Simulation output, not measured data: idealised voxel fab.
Process module name: voxel wiring stack
The cross-section shown here is cut; it is 150 nm wide and divided into square cells measuring 5 nm on a side.
Cross-section spec: square-cell grid; bands listed top down; each band is one or more rows.
First you get the band's top height and its bottom height, in nm, and then the materials it's made of, left to right, with each width in nm. If you see a single material with "everywhere", that one covers the band edge to edge. "air" is empty space.
For the purposes of this specification, 0 denotes the height below which the wafer in its as-received condition is composed wholly of one material, and the lowermost band, lacking a lower limit, extends downward without end, as expressed in "z 0 and below".
When a width is written as two numbers, as in "30 to 40", the first number is the width in the top row of cells of the band and the second is the width in its bottom row, and the width changes by the same amount from each row to the next.
Where the words "nothing different" appear for a step, the cross-section shows no cell changed by that step; every cell remained as before.
Reported under the label "Unvented internal voids" are the empty spaces having no open way to the top and comprising 8 cells or more; the notation for each is width x height at distance, in which the distance is measured from the left edge and all three values are in nm.
Post-settings text on a step line: simulator's own remark regarding the step.
overlay nm: step with mask; distance mask lay right of planned place; negative value = left of planned place.

[The following list gives the planned process steps]
1: op RECEIVE | material Si
2: op CONFORMAL_DEP | material SiO2 | thk nm 10
3: op DIRECTIONAL_DEP | material TiN | thk nm 5
4: op DIRECTIONAL_DEP | material W | thk nm 20
5: op DIRECTIONAL_DEP | material aC | thk nm 15
6: op PATTERN | tone cover | mask id METAL_1 | material resist | width nm 30 | pitch nm 50 | thk nm 30 | overlay nm 0
7: op DIRECTIONAL_ETCH | etch materials aC | depth nm 15
8: op STRIP | etch materials resist
9: op DIRECTIONAL_ETCH | etch materials W | depth nm 20
10: op DIRECTIONAL_ETCH | etch materials TiN | depth nm 5
11: op STRIP | etch materials aC
12: op CONFORMAL_DEP | material SiCN | thk nm 5
13: op FILL_DEP | material SiO2 | thk nm 5
14: op CMP | height nm 35
15: op CONFORMAL_DEP | material SiCN | thk nm 5
16: op DIRECTIONAL_DEP | material lowk | thk nm 20
17: op MASKED_ETCH | tone open | mask id PLUG_1 | width nm 15 | etch materials lowk | depth nm 20 | overlay nm 0
18: op MASKED_ETCH | tone open | mask id PLUG_1 | width nm 15 | etch materials SiCN | depth nm 5 | overlay nm 0
19: op CONFORMAL_DEP | material TiN | thk nm 5
20: op FILL_DEP | material Cu | thk nm 5
21: op CMP | height nm 60
22: op CONFORMAL_DEP | material SiCN | thk nm 5
23: op DIRECTIONAL_DEP | material lowk | thk nm 20
24: op MASKED_ETCH | tone open | mask id METAL_2 | width nm 30 | pitch nm 50 | etch materials lowk | depth nm 20 | overlay nm 0
25: op MASKED_ETCH | tone open | mask id METAL_2 | width nm 30 | pitch nm 50 | etch materials SiCN | depth nm 5 | overlay nm 0
26: op CONFORMAL_DEP | material TiN | thk nm 5
27: op FILL_DEP | material Ru | thk nm 5
28: op CMP | height nm 85
29: op CONFORMAL_DEP | material SiCN | thk nm 5
30: op DIRECTIONAL_DEP | material SiO2 | thk nm 10
31: op PATTERN | tone open | mask id PLUG_2 | material resist | width nm 15 | pitch nm 50 | thk nm 20 | overlay nm 0
32: op DIRECTIONAL_ETCH | etch materials SiO2 | depth nm 10
33: op DIRECTIONAL_ETCH | etch materials SiCN | depth nm 5
34: op STRIP | etch materials resist
35: op CONFORMAL_DEP | material TiN | thk nm 5
36: op FILL_DEP | material Ru | thk nm 10
37: op CMP | height nm 100
38: op CONFORMAL_DEP | material SiN | thk nm 5
39: op DIRECTIONAL_DEP | material SiO2 | thk nm 25
40: op PATTERN | tone open | mask id METAL_3 | material resist | width nm 30 | pitch nm 50 | thk nm 20 | overlay nm 0
41: op DIRECTIONAL_ETCH | etch materials SiO2 | depth nm 25
42: op DIRECTIONAL_ETCH | etch materials SiN | depth nm 5
43: op STRIP | etch materials resist
44: op CONFORMAL_DEP | material TiN | thk nm 5
45: op FILL_DEP | material Cu | thk nm 5
46: op CMP | height nm 130
47: op CONFORMAL_DEP | material SiCN | thk nm 5

[First of two wafers, processed according to plan]

[The cross-section here shows the wafer as received, i.e. in its state after step 1]
* z 0 and below: Si everywhere
* Unvented internal voids: none

[How the wafer stands in section after step 2]
* z 10 to 0: SiO2 everywhere
* Note: structure below 0 unchanged.

[How the wafer stands in section after step 3]
* z 15 to 10: TiN everywhere
* Note: structure below 10 unchanged.

[How the wafer stands in section after step 4]
* z 35 to 15: W everywhere
* Note: structure below 15 unchanged.

[How the wafer stands in section after step 5]
* z 50 to 35: aC everywhere
* Note: structure below 35 unchanged.

[How the wafer stands in section after step 6]
* z 80 to 50: 35 air | 30 resist | 20 air | 30 resist | 35 air
* Note: structure below 50 unchanged.

[How the wafer stands in section after step 7]
* z 65 to 50: 35 air | 30 resist | 20 air | 30 resist | 35 air
* z 50 to 35: 35 air | 30 aC | 20 air | 30 aC | 35 air
* Note: structure below 35 unchanged.

[How the wafer stands in section after step 8]
* z 50 to 35: 35 air | 30 aC | 20 air | 30 aC | 35 air
* Note: structure below 35 unchanged.

[How the wafer stands in section after step 9]
* z 50 to 35: 35 air | 30 aC | 20 air | 30 aC | 35 air
* z 35 to 15: 35 air | 30 W | 20 air | 30 W | 35 air
* Note: structure below 15 unchanged.

[How the wafer stands in section after step 10]
* z 50 to 35: 35 air | 30 aC | 20 air | 30 aC | 35 air
* z 35 to 15: 35 air | 30 W | 20 air | 30 W | 35 air
* z 15 to 10: 35 air | 30 TiN | 20 air | 30 TiN | 35 air
* Note: structure below 10 unchanged.

[How the wafer stands in section after step 11]
* z 35 to 15: 35 air | 30 W | 20 air | 30 W | 35 air
* Note: structure below 15 unchanged.

[How the wafer stands in section after step 12]
* z 40 to 35: 30 air | 40 SiCN | 10 air | 40 SiCN | 30 air
* z 35 to 15: 30 air | 5 SiCN | 30 W | 5 SiCN | 10 air | 5 SiCN | 30 W | 5 SiCN | 30 air
* z 15 to 10: 35 SiCN | 30 TiN | 20 SiCN | 30 TiN | 35 SiCN
* Note: structure below 10 unchanged.

[How the wafer stands in section after step 13]
* z 45 to 40: SiO2 everywhere
* z 40 to 35: 30 SiO2 | 40 SiCN | 10 SiO2 | 40 SiCN | 30 SiO2
* z 35 to 15: 30 SiO2 | 5 SiCN | 30 W | 5 SiCN | 10 SiO2 | 5 SiCN | 30 W | 5 SiCN | 30 SiO2
* Note: structure below 15 unchanged.

[How the wafer stands in section after step 14]
* z 35 to 15: 30 SiO2 | 5 SiCN | 30 W | 5 SiCN | 10 SiO2 | 5 SiCN | 30 W | 5 SiCN | 30 SiO2
* Note: structure below 15 unchanged.

[How the wafer stands in section after step 15]
* z 40 to 35: SiCN everywhere
* Note: structure below 35 unchanged.

[How the wafer stands in section after step 16]
* z 60 to 40: lowk everywhere
* Note: structure below 40 unchanged.

[How the wafer stands in section after step 17]
* z 60 to 40: 35 lowk | 15 air | 100 lowk
* Note: structure below 40 unchanged.

[How the wafer stands in section after step 18]
* z 60 to 40: 35 lowk | 15 air | 100 lowk
* z 40 to 35: 35 SiCN | 15 air | 100 SiCN
* Note: structure below 35 unchanged.

[How the wafer stands in section after step 19]
* z 65 to 60: 40 TiN | 5 air | 105 TiN
* z 60 to 40: 35 lowk | 5 TiN | 5 air | 5 TiN | 100 lowk
* z 40 to 35: 35 SiCN | 15 TiN | 100 SiCN
* Note: structure below 35 unchanged.

[How the wafer stands in section after step 20]
* z 70 to 65: Cu everywhere
* z 65 to 60: 40 TiN | 5 Cu | 105 TiN
* z 60 to 40: 35 lowk | 5 TiN | 5 Cu | 5 TiN | 100 lowk
* Note: structure below 40 unchanged.

[How the wafer stands in section after step 21]
* z 60 to 40: 35 lowk | 5 TiN | 5 Cu | 5 TiN | 100 lowk
* Note: structure below 40 unchanged.

[How the wafer stands in section after step 22]
* z 65 to 60: SiCN everywhere
* Note: structure below 60 unchanged.

[How the wafer stands in section after step 23]
* z 85 to 65: lowk everywhere
* Note: structure below 65 unchanged.

[How the wafer stands in section after step 24]
* z 85 to 65: 35 lowk | 30 air | 20 lowk | 30 air | 35 lowk
* Note: structure below 65 unchanged.

[How the wafer stands in section after step 25]
* z 85 to 65: 35 lowk | 30 air | 20 lowk | 30 air | 35 lowk
* z 65 to 60: 35 SiCN | 30 air | 20 SiCN | 30 air | 35 SiCN
* Note: structure below 60 unchanged.

[How the wafer stands in section after step 26]
* z 90 to 85: 40 TiN | 20 air | 30 TiN | 20 air | 40 TiN
* z 85 to 65: 35 lowk | 5 TiN | 20 air | 5 TiN | 20 lowk | 5 TiN | 20 air | 5 TiN | 35 lowk
* z 65 to 60: 35 SiCN | 30 TiN | 20 SiCN | 30 TiN | 35 SiCN
* Note: structure below 60 unchanged.

[How the wafer stands in section after step 27]
* z 95 to 90: Ru everywhere
* z 90 to 85: 40 TiN | 20 Ru | 30 TiN | 20 Ru | 40 TiN
* z 85 to 65: 35 lowk | 5 TiN | 20 Ru | 5 TiN | 20 lowk | 5 TiN | 20 Ru | 5 TiN | 35 lowk
* Note: structure below 65 unchanged.

[How the wafer stands in section after step 28]
* z 85 to 65: 35 lowk | 5 TiN | 20 Ru | 5 TiN | 20 lowk | 5 TiN | 20 Ru | 5 TiN | 35 lowk
* Note: structure below 65 unchanged.

[How the wafer stands in section after step 29]
* z 90 to 85: SiCN everywhere
* Note: structure below 85 unchanged.

[How the wafer stands in section after step 30]
* z 100 to 90: SiO2 everywhere
* Note: structure below 90 unchanged.

[How the wafer stands in section after step 31]
* z 120 to 100: 35 resist | 15 air | 35 resist | 15 air | 50 resist
* Note: structure below 100 unchanged.

[How the wafer stands in section after step 32]
* z 120 to 100: 35 resist | 15 air | 35 resist | 15 air | 50 resist
* z 100 to 90: 35 SiO2 | 15 air | 35 SiO2 | 15 air | 50 SiO2
* Note: structure below 90 unchanged.

[How the wafer stands in section after step 33]
* z 120 to 100: 35 resist | 15 air | 35 resist | 15 air | 50 resist
* z 100 to 90: 35 SiO2 | 15 air | 35 SiO2 | 15 air | 50 SiO2
* z 90 to 85: 35 SiCN | 15 air | 35 SiCN | 15 air | 50 SiCN
* Note: structure below 85 unchanged.

[How the wafer stands in section after step 34]
* z 100 to 90: 35 SiO2 | 15 air | 35 SiO2 | 15 air | 50 SiO2
* Note: structure below 90 unchanged.

[How the wafer stands in section after step 35]
* z 105 to 100: 40 TiN | 5 air | 45 TiN | 5 air | 55 TiN
* z 100 to 90: 35 SiO2 | 5 TiN | 5 air | 5 TiN | 35 SiO2 | 5 TiN | 5 air | 5 TiN | 50 SiO2
* z 90 to 85: 35 SiCN | 15 TiN | 35 SiCN | 15 TiN | 50 SiCN
* Note: structure below 85 unchanged.

[How the wafer stands in section after step 36]
* z 115 to 105: Ru everywhere
* z 105 to 100: 40 TiN | 5 Ru | 45 TiN | 5 Ru | 55 TiN
* z 100 to 90: 35 SiO2 | 5 TiN | 5 Ru | 5 TiN | 35 SiO2 | 5 TiN | 5 Ru | 5 TiN | 50 SiO2
* Note: structure below 90 unchanged.

[How the wafer stands in section after step 37]
* z 100 to 90: 35 SiO2 | 5 TiN | 5 Ru | 5 TiN | 35 SiO2 | 5 TiN | 5 Ru | 5 TiN | 50 SiO2
* Note: structure below 90 unchanged.

[How the wafer stands in section after step 38]
* z 105 to 100: SiN everywhere
* Note: structure below 100 unchanged.

[How the wafer stands in section after step 39]
* z 130 to 105: SiO2 everywhere
* Note: structure below 105 unchanged.

[How the wafer stands in section after step 40]
* z 150 to 130: 35 resist | 30 air | 20 resist | 30 air | 35 resist
* Note: structure below 130 unchanged.

[How the wafer stands in section after step 41]
* z 150 to 130: 35 resist | 30 air | 20 resist | 30 air | 35 resist
* z 130 to 105: 35 SiO2 | 30 air | 20 SiO2 | 30 air | 35 SiO2
* Note: structure below 105 unchanged.

[How the wafer stands in section after step 42]
* z 150 to 130: 35 resist | 30 air | 20 resist | 30 air | 35 resist
* z 130 to 105: 35 SiO2 | 30 air | 20 SiO2 | 30 air | 35 SiO2
* z 105 to 100: 35 SiN | 30 air | 20 SiN | 30 air | 35 SiN
* Note: structure below 100 unchanged.

[How the wafer stands in section after step 43]
* z 130 to 105: 35 SiO2 | 30 air | 20 SiO2 | 30 air | 35 SiO2
* Note: structure below 105 unchanged.

[How the wafer stands in section after step 44]
* z 135 to 130: 40 TiN | 20 air | 30 TiN | 20 air | 40 TiN
* z 130 to 105: 35 SiO2 | 5 TiN | 20 air | 5 TiN | 20 SiO2 | 5 TiN | 20 air | 5 TiN | 35 SiO2
* z 105 to 100: 35 SiN | 30 TiN | 20 SiN | 30 TiN | 35 SiN
* Note: structure below 100 unchanged.

[How the wafer stands in section after step 45]
* z 140 to 135: Cu everywhere
* z 135 to 130: 40 TiN | 20 Cu | 30 TiN | 20 Cu | 40 TiN
* z 130 to 105: 35 SiO2 | 5 TiN | 20 Cu | 5 TiN | 20 SiO2 | 5 TiN | 20 Cu | 5 TiN | 35 SiO2
* Note: structure below 105 unchanged.

[How the wafer stands in section after step 46]
* z 130 to 105: 35 SiO2 | 5 TiN | 20 Cu | 5 TiN | 20 SiO2 | 5 TiN | 20 Cu | 5 TiN | 35 SiO2
* Note: structure below 105 unchanged.

[How the wafer stands in section after step 47]
* z 135 to 130: SiCN everywhere
* Note: structure below 130 unchanged.

[Second wafer: same start and same plan as the first, one execution error; identical to the first through step 21]

[Cross-section, second wafer, at the end time the plan gives for step 22]
* z 75 to 60: SiCN everywhere
* Note: structure below 60 unchanged.

[Cross-section, second wafer, at the end time the plan gives for step 23]
* z 95 to 75: lowk everywhere
* Note: structure below 75 unchanged.

[Cross-section, second wafer, at the end time the plan gives for step 24]
* z 95 to 75: 35 lowk | 30 air | 20 lowk | 30 air | 35 lowk
* Note: structure below 75 unchanged.

[Cross-section, second wafer, at the end time the plan gives for step 25]
* z 95 to 75: 35 lowk | 30 air | 20 lowk | 30 air | 35 lowk
* z 75 to 70: 35 SiCN | 30 air | 20 SiCN | 30 air | 35 SiCN
* Note: structure below 70 unchanged.

[Cross-section, second wafer, at the end time the plan gives for step 26]
* z 100 to 95: 40 TiN | 20 air | 30 TiN | 20 air | 40 TiN
* z 95 to 75: 35 lowk | 5 TiN | 20 air | 5 TiN | 20 lowk | 5 TiN | 20 air | 5 TiN | 35 lowk
* z 75 to 70: 35 SiCN | 30 TiN | 20 SiCN | 30 TiN | 35 SiCN
* Note: structure below 70 unchanged.

[Cross-section, second wafer, at the end time the plan gives for step 27]
* z 105 to 100: Ru everywhere
* z 100 to 95: 40 TiN | 20 Ru | 30 TiN | 20 Ru | 40 TiN
* z 95 to 75: 35 lowk | 5 TiN | 20 Ru | 5 TiN | 20 lowk | 5 TiN | 20 Ru | 5 TiN | 35 lowk
* Note: structure below 75 unchanged.

[Cross-section, second wafer, at the end time the plan gives for step 28]
* z 85 to 75: 35 lowk | 5 TiN | 20 Ru | 5 TiN | 20 lowk | 5 TiN | 20 Ru | 5 TiN | 35 lowk
* Note: structure below 75 unchanged.

[Cross-section, second wafer, at the end time the plan gives for step 29]
* z 90 to 85: SiCN everywhere
* Note: structure below 85 unchanged.

[Cross-section, second wafer, at the end time the plan gives for step 30]
* z 100 to 90: SiO2 everywhere
* Note: structure below 90 unchanged.

[Cross-section, second wafer, at the end time the plan gives for step 31]
* z 120 to 100: 35 resist | 15 air | 35 resist | 15 air | 50 resist
* Note: structure below 100 unchanged.

[Cross-section, second wafer, at the end time the plan gives for step 32]
* z 120 to 100: 35 resist | 15 air | 35 resist | 15 air | 50 resist
* z 100 to 90: 35 SiO2 | 15 air | 35 SiO2 | 15 air | 50 SiO2
* Note: structure below 90 unchanged.

[Cross-section, second wafer, at the end time the plan gives for step 33]
* z 120 to 100: 35 resist | 15 air | 35 resist | 15 air | 50 resist
* z 100 to 90: 35 SiO2 | 15 air | 35 SiO2 | 15 air | 50 SiO2
* z 90 to 85: 35 SiCN | 15 air | 35 SiCN | 15 air | 50 SiCN
* Note: structure below 85 unchanged.

[Cross-section, second wafer, at the end time the plan gives for step 34]
* z 100 to 90: 35 SiO2 | 15 air | 35 SiO2 | 15 air | 50 SiO2
* Note: structure below 90 unchanged.

[Cross-section, second wafer, at the end time the plan gives for step 35]
* z 105 to 100: 40 TiN | 5 air | 45 TiN | 5 air | 55 TiN
* z 100 to 90: 35 SiO2 | 5 TiN | 5 air | 5 TiN | 35 SiO2 | 5 TiN | 5 air | 5 TiN | 50 SiO2
* z 90 to 85: 35 SiCN | 15 TiN | 35 SiCN | 15 TiN | 50 SiCN
* Note: structure below 85 unchanged.

[Cross-section, second wafer, at the end time the plan gives for step 36]
* z 115 to 105: Ru everywhere
* z 105 to 100: 40 TiN | 5 Ru | 45 TiN | 5 Ru | 55 TiN
* z 100 to 90: 35 SiO2 | 5 TiN | 5 Ru | 5 TiN | 35 SiO2 | 5 TiN | 5 Ru | 5 TiN | 50 SiO2
* Note: structure below 90 unchanged.

[Cross-section, second wafer, at the end time the plan gives for step 37]
* z 100 to 90: 35 SiO2 | 5 TiN | 5 Ru | 5 TiN | 35 SiO2 | 5 TiN | 5 Ru | 5 TiN | 50 SiO2
* Note: structure below 90 unchanged.

[Cross-section, second wafer, at the end time the plan gives for step 38]
* z 105 to 100: SiN everywhere
* Note: structure below 100 unchanged.

[Cross-section, second wafer, at the end time the plan gives for step 39]
* z 130 to 105: SiO2 everywhere
* Note: structure below 105 unchanged.

[Cross-section, second wafer, at the end time the plan gives for step 40]
* z 150 to 130: 35 resist | 30 air | 20 resist | 30 air | 35 resist
* Note: structure below 130 unchanged.

[Cross-section, second wafer, at the end time the plan gives for step 41]
* z 150 to 130: 35 resist | 30 air | 20 resist | 30 air | 35 resist
* z 130 to 105: 35 SiO2 | 30 air | 20 SiO2 | 30 air | 35 SiO2
* Note: structure below 105 unchanged.

[Cross-section, second wafer, at the end time the plan gives for step 42]
* z 150 to 130: 35 resist | 30 air | 20 resist | 30 air | 35 resist
* z 130 to 105: 35 SiO2 | 30 air | 20 SiO2 | 30 air | 35 SiO2
* z 105 to 100: 35 SiN | 30 air | 20 SiN | 30 air | 35 SiN
* Note: structure below 100 unchanged.

[Cross-section, second wafer, at the end time the plan gives for step 43]
* z 130 to 105: 35 SiO2 | 30 air | 20 SiO2 | 30 air | 35 SiO2
* Note: structure below 105 unchanged.

[Cross-section, second wafer, at the end time the plan gives for step 44]
* z 135 to 130: 40 TiN | 20 air | 30 TiN | 20 air | 40 TiN
* z 130 to 105: 35 SiO2 | 5 TiN | 20 air | 5 TiN | 20 SiO2 | 5 TiN | 20 air | 5 TiN | 35 SiO2
* z 105 to 100: 35 SiN | 30 TiN | 20 SiN | 30 TiN | 35 SiN
* Note: structure below 100 unchanged.

[Cross-section, second wafer, at the end time the plan gives for step 45]
* z 140 to 135: Cu everywhere
* z 135 to 130: 40 TiN | 20 Cu | 30 TiN | 20 Cu | 40 TiN
* z 130 to 105: 35 SiO2 | 5 TiN | 20 Cu | 5 TiN | 20 SiO2 | 5 TiN | 20 Cu | 5 TiN | 35 SiO2
* Note: structure below 105 unchanged.

[Cross-section, second wafer, at the end time the plan gives for step 46]
* z 130 to 105: 35 SiO2 | 5 TiN | 20 Cu | 5 TiN | 20 SiO2 | 5 TiN | 20 Cu | 5 TiN | 35 SiO2
* Note: structure below 105 unchanged.

[Cross-section, second wafer, at the end time the plan gives for step 47]
* z 135 to 130: SiCN everywhere
* Note: structure below 130 unchanged.
What was the processing mistake? in deviation from the planned setting, step 22 was conducted as op CONFORMAL_DEP | material SiCN | thk nm 15
Final wafer comparison in cells, second versus first, more or fewer per material: Ru -16 | SiCN +60 | TiN -8 | lowk -36
